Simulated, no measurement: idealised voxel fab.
Presented below is a process module, voxel wiring stack.
We display cut, a cross-section 275 nm in width whose square cells are each 5 nm.
We lay out every cross-section as a grid of square cells and spell it out in bands from the top down, where one band means one or more rows of cells. Band: top and bottom heights (nm) first, top before bottom; then materials from left to right, widths in nm. "full width" marks a sole material filling the band edge to edge. "air" denotes empty space. Height datum 0, below which the as-received substrate wafer is one material. Lowest band open at the bottom, running downward: "0..down". Per-row width for "30..40": begins at first number (top row of band), ends at second number (bottom row), increment between rows held constant. Where the words "nothing got changed" appear for a step, the cross-section shows no cell changed by that step; every cell remained as before. Look at "Unvented voids" for the closed voids: empty spaces with no open path to the top, sized 8 cells or up. Each is width x height at distance, distance from the left edge, all nm. Step line, after settings: the simulator's comment on this step. On any step carrying a mask, the "overlay nm" setting, if present on the step's line, tells how far right of its planned place the mask lay; negative values point to the left. In what follows, pairs of cross-sections are presented, each taken before and after one process step, with the after cross-section shown only down to the lowest band that was altered; the step, together with its settings, is stated below the pair. The pairs may stem from different runs of this module on the same starting wafer; accordingly, a pair should be taken as continuing from the one above it solely where its entry headed "Prior to step" indicates as much.
Prior to step
- 45..35 | air 65, aC 25, air 15, aC 25, air 15, aC 25, air 15, aC 25, air 65
- 35..15 | Ru full width
- 15..5 | SiO2 full width
- 5..0 | TiN full width
- 0..down | Si full width
- Unvented voids: none
Post-Step Appearance
- 45..35 | air 65, aC 25, air 15, aC 25, air 15, aC 25, air 15, aC 25, air 65
- 35..15 | air 65, Ru 25, air 15, Ru 25, air 15, Ru 25, air 15, Ru 25, air 65
- No changes below 15.
- Unvented voids: none
The two cross-sections above are separated by a single process step, namely DIRECTIONAL_ETCH [etch materials Ru] [depth nm 20]
Prior to step: carried over from the after image of the pair right above.
Post-Step Appearance
- 35..15 | air 65, Ru 25, air 15, Ru 25, air 15, Ru 25, air 15, Ru 25, air 65
- No changes below 15.
- Unvented voids: none
The two cross-sections above are separated by a single process step, namely STRIP [etch materials aC]
Prior to step: carried over from the after image of the pair right above.
Post-Step Appearance
- 40..35 | air 60, SiN 35, air 5, SiN 35, air 5, SiN 35, air 5, SiN 35, air 60
- 35..20 | air 60, SiN 5, Ru 25, SiN 5, air 5, SiN 5, Ru 25, SiN 5, air 5, SiN 5, Ru 25, SiN 5, air 5, SiN 5, Ru 25, SiN 5, air 60
- 20..15 | SiN 65, Ru 25, SiN 15, Ru 25, SiN 15, Ru 25, SiN 15, Ru 25, SiN 65
- No changes below 15.
- Unvented voids: none
The two cross-sections above are separated by a single process step, namely CONFORMAL_DEP [material SiN] [thk nm 5]
Prior to step: carried over from the after image of the pair right above.
Post-Step Appearance
- 45..40 | lowk full width
- 40..35 | lowk 60, SiN 35, lowk 5, SiN 35, lowk 5, SiN 35, lowk 5, SiN 35, lowk 60
- 35..20 | lowk 60, SiN 5, Ru 25, SiN 5, lowk 5, SiN 5, Ru 25, SiN 5, lowk 5, SiN 5, Ru 25, SiN 5, lowk 5, SiN 5, Ru 25, SiN 5, lowk 60
- No changes below 20.
- Unvented voids: none
The two cross-sections above are separated by a single process step, namely FILL_DEP [material lowk] [thk nm 5]
Prior to step: carried over from the after image of the pair right above.
Post-Step Appearance
- 35..20 | lowk 60, SiN 5, Ru 25, SiN 5, lowk 5, SiN 5, Ru 25, SiN 5, lowk 5, SiN 5, Ru 25, SiN 5, lowk 5, SiN 5, Ru 25, SiN 5, lowk 60
- No changes below 20.
- Unvented voids: none
The two cross-sections above are separated by a single process step, namely CMP [height nm 35]
Prior to step: carried over from the after image of the pair right above.
Post-Step Appearance
- 40..35 | SiCN full width
- No changes below 35.
- Unvented voids: none
The two cross-sections above are separated by a single process step, namely CONFORMAL_DEP [material SiCN] [thk nm 5]
Prior to step: carried over from the after image of the pair right above.
Post-Step Appearance
- 60..40 | lowk full width
- No changes below 40.
- Unvented voids: none
The two cross-sections above are separated by a single process step, namely DIRECTIONAL_DEP [material lowk] [thk nm 20]
Prior to step: carried over from the after image of the pair right above.
Post-Step Appearance
- 80..60 | resist 65, air 15, resist 65, air 15, resist 115
- No changes below 60.
- Unvented voids: none
The two cross-sections above are separated by a single process step, namely PATTERN [tone open] [mask id PLUG_1] [material resist] [width nm 15] [pitch nm 80] [thk nm 20] [overlay nm 0]
Prior to step: carried over from the after image of the pair right above.
Post-Step Appearance
- 80..60 | resist 65, air 15, resist 65, air 15, resist 115
- 60..40 | lowk 65, air 15, lowk 65, air 15, lowk 115
- No changes below 40.
- Unvented voids: none
The two cross-sections above are separated by a single process step, namely DIRECTIONAL_ETCH [etch materials lowk] [depth nm 20]
Prior to step: carried over from the after image of the pair right above.
Post-Step Appearance
- 80..60 | resist 65, air 15, resist 65, air 15, resist 115
- 60..40 | lowk 65, air 15, lowk 65, air 15, lowk 115
- 40..35 | SiCN 65, air 15, SiCN 65, air 15, SiCN 115
- No changes below 35.
- Unvented voids: none
The two cross-sections above are separated by a single process step, namely DIRECTIONAL_ETCH [etch materials SiCN] [depth nm 5]
Prior to step: carried over from the after image of the pair right above.
Post-Step Appearance
- 60..40 | lowk 65, air 15, lowk 65, air 15, lowk 115
- No changes below 40.
- Unvented voids: none
The two cross-sections above are separated by a single process step, namely STRIP [etch materials resist]
Prior to step: carried over from the after image of the pair right above.
Post-Step Appearance
- 60..45 | lowk 65, air 15, lowk 65, air 15, lowk 115
- 45..40 | lowk 65, Ru 15, lowk 65, Ru 15, lowk 115
- 40..35 | SiCN 65, Ru 15, SiCN 65, Ru 15, SiCN 115
- No changes below 35.
- Unvented voids: none
The two cross-sections above are separated by a single process step, namely EPI [material Ru] [thk nm 10]
Prior to step: carried over from the after image of the pair right above.
Post-Step Appearance
- 60..55 | lowk 65, air 15, lowk 65, air 15, lowk 115
- 55..40 | lowk 65, Ru 15, lowk 65, Ru 15, lowk 115
- No changes below 40.
- Unvented voids: none
The two cross-sections above are separated by a single process step, namely EPI [material Ru] [thk nm 10]
Prior to step: carried over from the after image of the pair right above.
Post-Step Appearance
- 60..40 | lowk 65, Ru 15, lowk 65, Ru 15, lowk 115
- No changes below 40.
- Unvented voids: none
The two cross-sections above are separated by a single process step, namely EPI [material Ru] [thk nm 5]
Prior to step: carried over from the after image of the pair right above.
Post-Step Appearance
- 65..60 | TiN full width
- No changes below 60.
- Unvented voids: none
The two cross-sections above are separated by a single process step, namely DIRECTIONAL_DEP [material TiN] [thk nm 5]
Prior to step: carried over from the after image of the pair right above.
Post-Step Appearance
- 90..65 | W full width
- No changes below 65.
- Unvented voids: none
The two cross-sections above are separated by a single process step, namely DIRECTIONAL_DEP [material W] [thk nm 25]
Prior to step: carried over from the after image of the pair right above.
Post-Step Appearance
- 100..90 | aC full width
- No changes below 90.
- Unvented voids: none
The two cross-sections above are separated by a single process step, namely DIRECTIONAL_DEP [material aC] [thk nm 10]
Prior to step: carried over from the after image of the pair right above.
Post-Step Appearance
- 130..100 | air 65, resist 25, air 15, resist 25, air 15, resist 25, air 15, resist 25, air 65
- No changes below 100.
- Unvented voids: none
The two cross-sections above are separated by a single process step, namely PATTERN [tone cover] [mask id METAL_2] [material resist] [width nm 25] [pitch nm 40] [thk nm 30] [overlay nm 0]
Prior to step: carried over from the after image of the pair right above.
Post-Step Appearance
- 120..100 | air 65, resist 25, air 15, resist 25, air 15, resist 25, air 15, resist 25, air 65
- 100..90 | air 65, aC 25, air 15, aC 25, air 15, aC 25, air 15, aC 25, air 65
- No changes below 90.
- Unvented voids: none
The two cross-sections above are separated by a single process step, namely DIRECTIONAL_ETCH [etch materials aC] [depth nm 10]
Prior to step: carried over from the after image of the pair right above.
Post-Step Appearance
- 100..90 | air 65, aC 25, air 15, aC 25, air 15, aC 25, air 15, aC 25, air 65
- No changes below 90.
- Unvented voids: none
The two cross-sections above are separated by a single process step, namely STRIP [etch materials resist]
Prior to step: carried over from the after image of the pair right above.
Post-Step Appearance
- 100..90 | air 65, aC 25, air 15, aC 25, air 15, aC 25, air 15, aC 25, air 65
- 90..65 | air 65, W 25, air 15, W 25, air 15, W 25, air 15, W 25, air 65
- No changes below 65.
- Unvented voids: none
The two cross-sections above are separated by a single process step, namely DIRECTIONAL_ETCH [etch materials W] [depth nm 25]
Prior to step: carried over from the after image of the pair right above.
Post-Step Appearance
- 100..90 | air 65, aC 25, air 15, aC 25, air 15, aC 25, air 15, aC 25, air 65
- 90..65 | air 65, W 25, air 15, W 25, air 15, W 25, air 15, W 25, air 65
- 65..60 | air 65, TiN 25, air 15, TiN 25, air 15, TiN 25, air 15, TiN 25, air 65
- No changes below 60.
- Unvented voids: none
The two cross-sections above are separated by a single process step, namely DIRECTIONAL_ETCH [etch materials TiN] [depth nm 5]
Prior to step: carried over from the after image of the pair right above.
Post-Step Appearance
- 90..65 | air 65, W 25, air 15, W 25, air 15, W 25, air 15, W 25, air 65
- No changes below 65.
- Unvented voids: none
The two cross-sections above are separated by a single process step, namely STRIP [etch materials aC]
Prior to step: carried over from the after image of the pair right above.
Post-Step Appearance
- 100..90 | lowk full width
- 90..65 | lowk 65, W 25, lowk 15, W 25, lowk 15, W 25, lowk 15, W 25, lowk 65
- 65..60 | lowk 65, TiN 25, lowk 15, TiN 25, lowk 15, TiN 25, lowk 15, TiN 25, lowk 65
- No changes below 60.
- Unvented voids: none
The two cross-sections above are separated by a single process step, namely FILL_DEP [material lowk] [thk nm 10]
Prior to step: carried over from the after image of the pair right above.
Post-Step Appearance
- 90..65 | lowk 65, W 25, lowk 15, W 25, lowk 15, W 25, lowk 15, W 25, lowk 65
- No changes below 65.
- Unvented voids: none
The two cross-sections above are separated by a single process step, namely CMP [height nm 90]
Prior to step: carried over from the after image of the pair right above.
Post-Step Appearance
- 95..90 | SiN full width
- No changes below 90.
- Unvented voids: none
The two cross-sections above are separated by a single process step, namely CONFORMAL_DEP [material SiN] [thk nm 5]
Prior to step
- 100..90 | lowk full width
- 90..65 | lowk 65, W 25, lowk 15, W 25, lowk 15, W 25, lowk 15, W 25, lowk 65
- 65..60 | lowk 65, TiN 25, lowk 15, TiN 25, lowk 15, TiN 25, lowk 15, TiN 25, lowk 65
- 60..40 | lowk 65, Ru 15, lowk 65, Ru 15, lowk 115
- 40..35 | SiCN 65, Ru 15, SiCN 65, Ru 15, SiCN 115
- 35..15 | lowk 60, SiN 5, Ru 25, SiN 5, lowk 5, SiN 5, Ru 25, SiN 5, lowk 5, SiN 5, Ru 25, SiN 5, lowk 5, SiN 5, Ru 25, SiN 5, lowk 60
- 15..10 | SiN 65, TiN 25, SiN 15, TiN 25, SiN 15, TiN 25, SiN 15, TiN 25, SiN 65
- 10..0 | SiO2 full width
- 0..down | Si full width
- Unvented voids: none
Post-Step Appearance
- 80..65 | lowk 65, W 25, lowk 15, W 25, lowk 15, W 25, lowk 15, W 25, lowk 65
- No changes below 65.
- Unvented voids: none
The two cross-sections above are separated by a single process step, namely CMP [height nm 80]
Prior to step: carried over from the after image of the pair right above.
Post-Step Appearance
- 85..80 | SiN full width
- No changes below 80.
- Unvented voids: none
The two cross-sections above are separated by a single process step, namely CONFORMAL_DEP [material SiN] [thk nm 5]
Prior to step
- 100..90 | aC full width
- 90..65 | W full width
- 65..60 | TiN full width
- 60..40 | lowk 65, Ru 15, lowk 65, Ru 15, lowk 115
- 40..35 | SiCN 65, Ru 15, SiCN 65, Ru 15, SiCN 115
- 35..15 | lowk 60, SiN 5, Ru 25, SiN 5, lowk 5, SiN 5, Ru 25, SiN 5, lowk 5, SiN 5, Ru 25, SiN 5, lowk 5, SiN 5, Ru 25, SiN 5, lowk 60
- 15..10 | SiN 65, TiN 25, SiN 15, TiN 25, SiN 15, TiN 25, SiN 15, TiN 25, SiN 65
- 10..0 | SiO2 full width
- 0..down | Si full width
- Unvented voids: none
Post-Step Appearance
- 130..100 | air 70, resist 20, air 20, resist 20, air 20, resist 20, air 20, resist 20, air 65
- No changes below 100.
- Unvented voids: none
The two cross-sections above are separated by a single process step, namely PATTERN [tone cover] [mask id METAL_2] [material resist] [width nm 20] [pitch nm 40] [thk nm 30] [overlay nm 0]
Prior to step: carried over from the after image of the pair right above.
Post-Step Appearance
- 120..100 | air 70, resist 20, air 20, resist 20, air 20, resist 20, air 20, resist 20, air 65
- 100..90 | air 70, aC 20, air 20, aC 20, air 20, aC 20, air 20, aC 20, air 65
- No changes below 90.
- Unvented voids: none
The two cross-sections above are separated by a single process step, namely DIRECTIONAL_ETCH [etch materials aC] [depth nm 10]
Prior to step: carried over from the after image of the pair right above.
Post-Step Appearance
- 100..90 | air 70, aC 20, air 20, aC 20, air 20, aC 20, air 20, aC 20, air 65
- No changes below 90.
- Unvented voids: none
The two cross-sections above are separated by a single process step, namely STRIP [etch materials resist]
Prior to step: carried over from the after image of the pair right above.
Post-Step Appearance
- 100..90 | air 70, aC 20, air 20, aC 20, air 20, aC 20, air 20, aC 20, air 65
- 90..65 | air 70, W 20, air 20, W 20, air 20, W 20, air 20, W 20, air 65
- No changes below 65.
- Unvented voids: none
The two cross-sections above are separated by a single process step, namely DIRECTIONAL_ETCH [etch materials W] [depth nm 25]
Prior to step: carried over from the after image of the pair right above.
Post-Step Appearance
- 100..90 | air 70, aC 20, air 20, aC 20, air 20, aC 20, air 20, aC 20, air 65
- 90..65 | air 70, W 20, air 20, W 20, air 20, W 20, air 20, W 20, air 65
- 65..60 | air 70, TiN 20, air 20, TiN 20, air 20, TiN 20, air 20, TiN 20, air 65
- No changes below 60.
- Unvented voids: none
The two cross-sections above are separated by a single process step, namely DIRECTIONAL_ETCH [etch materials TiN] [depth nm 5]
Prior to step: carried over from the after image of the pair right above.
Post-Step Appearance
- 90..65 | air 70, W 20, air 20, W 20, air 20, W 20, air 20, W 20, air 65
- No changes below 65.
- Unvented voids: none
The two cross-sections above are separated by a single process step, namely STRIP [etch materials aC]
Prior to step: carried over from the after image of the pair right above.
Post-Step Appearance
- 100..90 | lowk full width
- 90..65 | lowk 70, W 20, lowk 20, W 20, lowk 20, W 20, lowk 20, W 20, lowk 65
- 65..60 | lowk 70, TiN 20, lowk 20, TiN 20, lowk 20, TiN 20, lowk 20, TiN 20, lowk 65
- No changes below 60.
- Unvented voids: none
The two cross-sections above are separated by a single process step, namely FILL_DEP [material lowk] [thk nm 10]
Prior to step: carried over from the after image of the pair right above.
Post-Step Appearance
- 90..65 | lowk 70, W 20, lowk 20, W 20, lowk 20, W 20, lowk 20, W 20, lowk 65
- No changes below 65.
- Unvented voids: none
The two cross-sections above are separated by a single process step, namely CMP [height nm 90]
Prior to step: carried over from the after image of the pair right above.
Post-Step Appearance
- 95..90 | SiN full width
- No changes below 90.
- Unvented voids: none
The two cross-sections above are separated by a single process step, namely CONFORMAL_DEP [material SiN] [thk nm 5]
Prior to step
- 45..35 | aC full width
- 35..15 | Ru full width
- 15..10 | TiN full width
- 10..0 | SiO2 full width
- 0..down | Si full width
- Unvented voids: none
Post-Step Appearance
- 70..45 | air 60, resist 25, air 15, resist 25, air 15, resist 25, air 15, resist 25, air 70
- No changes below 45.
- Unvented voids: none
The two cross-sections above are separated by a single process step, namely PATTERN [tone cover] [mask id METAL_1] [material resist] [width nm 25] [pitch nm 40] [thk nm 25] [overlay nm -5]
Prior to step: carried over from the after image of the pair right above.
Post-Step Appearance
- 60..45 | air 60, resist 25, air 15, resist 25, air 15, resist 25, air 15, resist 25, air 70
- 45..35 | air 60, aC 25, air 15, aC 25, air 15, aC 25, air 15, aC 25, air 70
- No changes below 35.
- Unvented voids: none
The two cross-sections above are separated by a single process step, namely DIRECTIONAL_ETCH [etch materials aC] [depth nm 10]
Prior to step: carried over from the after image of the pair right above.
Post-Step Appearance
- 45..35 | air 60, aC 25, air 15, aC 25, air 15, aC 25, air 15, aC 25, air 70
- No changes below 35.
- Unvented voids: none
The two cross-sections above are separated by a single process step, namely STRIP [etch materials resist]
Prior to step: carried over from the after image of the pair right above.
Post-Step Appearance
- 45..35 | air 60, aC 25, air 15, aC 25, air 15, aC 25, air 15, aC 25, air 70
- 35..15 | air 60, Ru 25, air 15, Ru 25, air 15, Ru 25, air 15, Ru 25, air 70
- No changes below 15.
- Unvented voids: none
The two cross-sections above are separated by a single process step, namely DIRECTIONAL_ETCH [etch materials Ru] [depth nm 20]
Prior to step: carried over from the after image of the pair right above.
Post-Step Appearance
- 45..35 | air 60, aC 25, air 15, aC 25, air 15, aC 25, air 15, aC 25, air 70
- 35..15 | air 60, Ru 25, air 15, Ru 25, air 15, Ru 25, air 15, Ru 25, air 70
- 15..10 | air 60, TiN 25, air 15, TiN 25, air 15, TiN 25, air 15, TiN 25, air 70
- No changes below 10.
- Unvented voids: none
The two cross-sections above are separated by a single process step, namely DIRECTIONAL_ETCH [etch materials TiN] [depth nm 5]
Prior to step: carried over from the after image of the pair right above.
Post-Step Appearance
- 35..15 | air 60, Ru 25, air 15, Ru 25, air 15, Ru 25, air 15, Ru 25, air 70
- No changes below 15.
- Unvented voids: none
The two cross-sections above are separated by a single process step, namely STRIP [etch materials aC]
Prior to step: carried over from the after image of the pair right above.
Post-Step Appearance
- 40..35 | air 55, SiN 35, air 5, SiN 35, air 5, SiN 35, air 5, SiN 35, air 65
- 35..15 | air 55, SiN 5, Ru 25, SiN 5, air 5, SiN 5, Ru 25, SiN 5, air 5, SiN 5, Ru 25, SiN 5, air 5, SiN 5, Ru 25, SiN 5, air 65
- 15..10 | SiN 60, TiN 25, SiN 15, TiN 25, SiN 15, TiN 25, SiN 15, TiN 25, SiN 70
- No changes below 10.
- Unvented voids: none
The two cross-sections above are separated by a single process step, namely CONFORMAL_DEP [material SiN] [thk nm 5]
Prior to step: carried over from the after image of the pair right above.
Post-Step Appearance
- 45..40 | lowk full width
- 40..35 | lowk 55, SiN 35, lowk 5, SiN 35, lowk 5, SiN 35, lowk 5, SiN 35, lowk 65
- 35..15 | lowk 55, SiN 5, Ru 25, SiN 5, lowk 5, SiN 5, Ru 25, SiN 5, lowk 5, SiN 5, Ru 25, SiN 5, lowk 5, SiN 5, Ru 25, SiN 5, lowk 65
- No changes below 15.
- Unvented voids: none
The two cross-sections above are separated by a single process step, namely FILL_DEP [material lowk] [thk nm 5]
Prior to step: carried over from the after image of the pair right above.
Post-Step Appearance
- 35..15 | lowk 55, SiN 5, Ru 25, SiN 5, lowk 5, SiN 5, Ru 25, SiN 5, lowk 5, SiN 5, Ru 25, SiN 5, lowk 5, SiN 5, Ru 25, SiN 5, lowk 65
- No changes below 15.
- Unvented voids: none
The two cross-sections above are separated by a single process step, namely CMP [height nm 35]
Prior to step: carried over from the after image of the pair right above.
Post-Step Appearance
- 40..35 | SiCN full width
- No changes below 35.
- Unvented voids: none
The two cross-sections above are separated by a single process step, namely CONFORMAL_DEP [material SiCN] [thk nm 5]
Prior to step: carried over from the after image of the pair right above.
Post-Step Appearance
- 60..40 | lowk full width
- No changes below 40.
- Unvented voids: none
The two cross-sections above are separated by a single process step, namely DIRECTIONAL_DEP [material lowk] [thk nm 20]
Prior to step: carried over from the after image of the pair right above.
Post-Step Appearance
- 80..60 | resist 65, air 15, resist 65, air 15, resist 115
- No changes below 60.
- Unvented voids: none
The two cross-sections above are separated by a single process step, namely PATTERN [tone open] [mask id PLUG_1] [material resist] [width nm 15] [pitch nm 80] [thk nm 20] [overlay nm 0]
Prior to step: carried over from the after image of the pair right above.
Post-Step Appearance
- 80..60 | resist 65, air 15, resist 65, air 15, resist 115
- 60..40 | lowk 65, air 15, lowk 65, air 15, lowk 115
- No changes below 40.
- Unvented voids: none
The two cross-sections above are separated by a single process step, namely DIRECTIONAL_ETCH [etch materials lowk] [depth nm 20]
Prior to step: carried over from the after image of the pair right above.
Post-Step Appearance
- 80..60 | resist 65, air 15, resist 65, air 15, resist 115
- 60..40 | lowk 65, air 15, lowk 65, air 15, lowk 115
- 40..35 | SiCN 65, air 15, SiCN 65, air 15, SiCN 115
- No changes below 35.
- Unvented voids: none
The two cross-sections above are separated by a single process step, namely DIRECTIONAL_ETCH [etch materials SiCN] [depth nm 5]
Prior to step: carried over from the after image of the pair right above.
Post-Step Appearance
- 60..40 | lowk 65, air 15, lowk 65, air 15, lowk 115
- No changes below 40.
- Unvented voids: none
The two cross-sections above are separated by a single process step, namely STRIP [etch materials resist]
Prior to step: carried over from the after image of the pair right above.
Post-Step Appearance
- 60..45 | lowk 65, air 15, lowk 65, air 15, lowk 115
- 45..40 | lowk 65, Ru 15, lowk 65, Ru 15, lowk 115
- 40..35 | SiCN 65, Ru 15, SiCN 65, Ru 15, SiCN 115
- No changes below 35.
- Unvented voids: none
The two cross-sections above are separated by a single process step, namely EPI [material Ru] [thk nm 10]
Prior to step: carried over from the after image of the pair right above.
Post-Step Appearance
- 60..55 | lowk 65, air 15, lowk 65, air 15, lowk 115
- 55..40 | lowk 65, Ru 15, lowk 65, Ru 15, lowk 115
- No changes below 40.
- Unvented voids: none
The two cross-sections above are separated by a single process step, namely EPI [material Ru] [thk nm 10]
Prior to step: carried over from the after image of the pair right above.
Post-Step Appearance
- 60..40 | lowk 65, Ru 15, lowk 65, Ru 15, lowk 115
- No changes below 40.
- Unvented voids: none
The two cross-sections above are separated by a single process step, namely EPI [material Ru] [thk nm 5]
Prior to step: carried over from the after image of the pair right above.
Post-Step Appearance
- 65..60 | TiN full width
- No changes below 60.
- Unvented voids: none
The two cross-sections above are separated by a single process step, namely DIRECTIONAL_DEP [material TiN] [thk nm 5]
Prior to step: carried over from the after image of the pair right above.
Post-Step Appearance
- 90..65 | W full width
- No changes below 65.
- Unvented voids: none
The two cross-sections above are separated by a single process step, namely DIRECTIONAL_DEP [material W] [thk nm 25]
Prior to step: carried over from the after image of the pair right above.
Post-Step Appearance
- 100..90 | aC full width
- No changes below 90.
- Unvented voids: none
The two cross-sections above are separated by a single process step, namely DIRECTIONAL_DEP [material aC] [thk nm 10]
Prior to step: carried over from the after image of the pair right above.
Post-Step Appearance
- 130..100 | air 65, resist 25, air 15, resist 25, air 15, resist 25, air 15, resist 25, air 65
- No changes below 100.
- Unvented voids: none
The two cross-sections above are separated by a single process step, namely PATTERN [tone cover] [mask id METAL_2] [material resist] [width nm 25] [pitch nm 40] [thk nm 30] [overlay nm 0]
Prior to step: carried over from the after image of the pair right above.
Post-Step Appearance
- 120..100 | air 65, resist 25, air 15, resist 25, air 15, resist 25, air 15, resist 25, air 65
- 100..90 | air 65, aC 25, air 15, aC 25, air 15, aC 25, air 15, aC 25, air 65
- No changes below 90.
- Unvented voids: none
The two cross-sections above are separated by a single process step, namely DIRECTIONAL_ETCH [etch materials aC] [depth nm 10]
Prior to step: carried over from the after image of the pair right above.
Post-Step Appearance
- 100..90 | air 65, aC 25, air 15, aC 25, air 15, aC 25, air 15, aC 25, air 65
- No changes below 90.
- Unvented voids: none
The two cross-sections above are separated by a single process step, namely STRIP [etch materials resist]
Prior to step: carried over from the after image of the pair right above.
Post-Step Appearance
- 100..90 | air 65, aC 25, air 15, aC 25, air 15, aC 25, air 15, aC 25, air 65
- 90..65 | air 65, W 25, air 15, W 25, air 15, W 25, air 15, W 25, air 65
- No changes below 65.
- Unvented voids: none
The two cross-sections above are separated by a single process step, namely DIRECTIONAL_ETCH [etch materials W] [depth nm 25]
Prior to step: carried over from the after image of the pair right above.
Post-Step Appearance
- 100..90 | air 65, aC 25, air 15, aC 25, air 15, aC 25, air 15, aC 25, air 65
- 90..65 | air 65, W 25, air 15, W 25, air 15, W 25, air 15, W 25, air 65
- 65..60 | air 65, TiN 25, air 15, TiN 25, air 15, TiN 25, air 15, TiN 25, air 65
- No changes below 60.
- Unvented voids: none
The two cross-sections above are separated by a single process step, namely DIRECTIONAL_ETCH [etch materials TiN] [depth nm 5]
Prior to step: carried over from the after image of the pair right above.
Post-Step Appearance
- 90..65 | air 65, W 25, air 15, W 25, air 15, W 25, air 15, W 25, air 65
- No changes below 65.
- Unvented voids: none
The two cross-sections above are separated by a single process step, namely STRIP [etch materials aC]
Prior to step: carried over from the after image of the pair right above.
Post-Step Appearance
- 100..90 | lowk full width
- 90..65 | lowk 65, W 25, lowk 15, W 25, lowk 15, W 25, lowk 15, W 25, lowk 65
- 65..60 | lowk 65, TiN 25, lowk 15, TiN 25, lowk 15, TiN 25, lowk 15, TiN 25, lowk 65
- No changes below 60.
- Unvented voids: none
The two cross-sections above are separated by a single process step, namely FILL_DEP [material lowk] [thk nm 10]
Prior to step: carried over from the after image of the pair right above.
Post-Step Appearance
- 90..65 | lowk 65, W 25, lowk 15, W 25, lowk 15, W 25, lowk 15, W 25, lowk 65
- No changes below 65.
- Unvented voids: none
The two cross-sections above are separated by a single process step, namely CMP [height nm 90]
Prior to step: carried over from the after image of the pair right above.
Post-Step Appearance
- 95..90 | SiN full width
- No changes below 90.
- Unvented voids: none
The two cross-sections above are separated by a single process step, namely CONFORMAL_DEP [material SiN] [thk nm 5]
Prior to step
- 35..15 | lowk 60, SiN 5, Ru 25, SiN 5, lowk 5, SiN 5, Ru 25, SiN 5, lowk 5, SiN 5, Ru 25, SiN 5, lowk 5, SiN 5, Ru 25, SiN 5, lowk 60
- 15..10 | SiN 65, TiN 25, SiN 15, TiN 25, SiN 15, TiN 25, SiN 15, TiN 25, SiN 65
- 10..0 | SiO2 full width
- 0..down | Si full width
- Unvented voids: none
Post-Step Appearance
- 40..35 | SiO2 full width
- No changes below 35.
- Unvented voids: none
The two cross-sections above are separated by a single process step, namely CONFORMAL_DEP [material SiO2] [thk nm 5]
Prior to step: carried over from the after image of the pair right above.
Post-Step Appearance
- 60..40 | lowk full width
- No changes below 40.
- Unvented voids: none
The two cross-sections above are separated by a single process step, namely DIRECTIONAL_DEP [material lowk] [thk nm 20]
Prior to step: carried over from the after image of the pair right above.
Post-Step Appearance
- 80..60 | resist 65, air 15, resist 65, air 15, resist 115
- No changes below 60.
- Unvented voids: none
The two cross-sections above are separated by a single process step, namely PATTERN [tone open] [mask id PLUG_1] [material resist] [width nm 15] [pitch nm 80] [thk nm 20] [overlay nm 0]
Prior to step: carried over from the after image of the pair right above.
Post-Step Appearance
- 80..60 | resist 65, air 15, resist 65, air 15, resist 115
- 60..40 | lowk 65, air 15, lowk 65, air 15, lowk 115
- No changes below 40.
- Unvented voids: none
The two cross-sections above are separated by a single process step, namely DIRECTIONAL_ETCH [etch materials lowk] [depth nm 20]
Prior to step: carried over from the after image of the pair right above.
Post-Step Appearance
- 60..40 | lowk 65, air 15, lowk 65, air 15, lowk 115
- No changes below 40.
- Unvented voids: none
The two cross-sections above are separated by a single process step, namely STRIP [etch materials resist]
Prior to step: carried over from the after image of the pair right above.
Post-Step Appearance
- 65..60 | TiN 65, air 15, TiN 65, air 15, TiN 115
- 60..45 | lowk 65, air 15, lowk 65, air 15, lowk 115
- 45..40 | lowk 65, TiN 15, lowk 65, TiN 15, lowk 115
- No changes below 40.
- Unvented voids: none
The two cross-sections above are separated by a single process step, namely DIRECTIONAL_DEP [material TiN] [thk nm 5]
Prior to step: carried over from the after image of the pair right above.
Post-Step Appearance
- 90..70 | W 65, air 15, W 65, air 15, W 115
- 70..65 | W full width
- 65..60 | TiN 65, W 15, TiN 65, W 15, TiN 115
- 60..45 | lowk 65, W 15, lowk 65, W 15, lowk 115
- No changes below 45.
- Unvented voids: none
The two cross-sections above are separated by a single process step, namely DIRECTIONAL_DEP [material W] [thk nm 25]
Prior to step: carried over from the after image of the pair right above.
Post-Step Appearance
- 100..90 | aC 65, air 15, aC 65, air 15, aC 115
- 90..80 | W 65, air 15, W 65, air 15, W 115
- 80..70 | W 65, aC 15, W 65, aC 15, W 115
- No changes below 70.
- Unvented voids: none
The two cross-sections above are separated by a single process step, namely DIRECTIONAL_DEP [material aC] [thk nm 10]
Prior to step: carried over from the after image of the pair right above.
Post-Step Appearance
- 130..100 | air 65, resist 25, air 15, resist 25, air 15, resist 25, air 15, resist 25, air 65
- 100..90 | aC 65, resist 15, aC 65, resist 15, aC 115
- 90..80 | W 65, resist 15, W 65, resist 15, W 115
- No changes below 80.
- Unvented voids: none
The two cross-sections above are separated by a single process step, namely PATTERN [tone cover] [mask id METAL_2] [material resist] [width nm 25] [pitch nm 40] [thk nm 30] [overlay nm 0]
Prior to step: carried over from the after image of the pair right above.
Post-Step Appearance
- 120..100 | air 65, resist 25, air 15, resist 25, air 15, resist 25, air 15, resist 25, air 65
- 100..90 | air 65, resist 15, aC 10, air 15, aC 25, air 15, resist 15, aC 10, air 15, aC 25, air 65
- No changes below 90.
- Unvented voids: none
The two cross-sections above are separated by a single process step, namely DIRECTIONAL_ETCH [etch materials aC] [depth nm 10]
Prior to step: carried over from the after image of the pair right above.
Post-Step Appearance
- 100..90 | air 80, aC 10, air 15, aC 25, air 30, aC 10, air 15, aC 25, air 65
- 90..80 | W 65, air 15, W 65, air 15, W 115
- No changes below 80.
- Unvented voids: none
The two cross-sections above are separated by a single process step, namely STRIP [etch materials resist]
Prior to step: carried over from the after image of the pair right above.
Post-Step Appearance
- 100..90 | air 80, aC 10, air 15, aC 25, air 30, aC 10, air 15, aC 25, air 65
- 90..80 | air 80, W 10, air 15, W 25, air 30, W 10, air 15, W 25, air 65
- 80..70 | air 65, aC 15, W 10, air 15, W 25, air 15, aC 15, W 10, air 15, W 25, air 65
- 70..65 | air 65, W 25, air 15, W 25, air 15, W 25, air 15, W 25, air 65
- No changes below 65.
- Unvented voids: none
The two cross-sections above are separated by a single process step, namely DIRECTIONAL_ETCH [etch materials W] [depth nm 25]
Prior to step: carried over from the after image of the pair right above.
Post-Step Appearance
- 100..90 | air 80, aC 10, air 15, aC 25, air 30, aC 10, air 15, aC 25, air 65
- 90..80 | air 80, W 10, air 15, W 25, air 30, W 10, air 15, W 25, air 65
- 80..70 | air 65, aC 15, W 10, air 15, W 25, air 15, aC 15, W 10, air 15, W 25, air 65
- 70..65 | air 65, W 25, air 15, W 25, air 15, W 25, air 15, W 25, air 65
- 65..60 | air 65, W 15, TiN 10, air 15, TiN 25, air 15, W 15, TiN 10, air 15, TiN 25, air 65
- No changes below 60.
- Unvented voids: none
The two cross-sections above are separated by a single process step, namely DIRECTIONAL_ETCH [etch materials TiN] [depth nm 5]
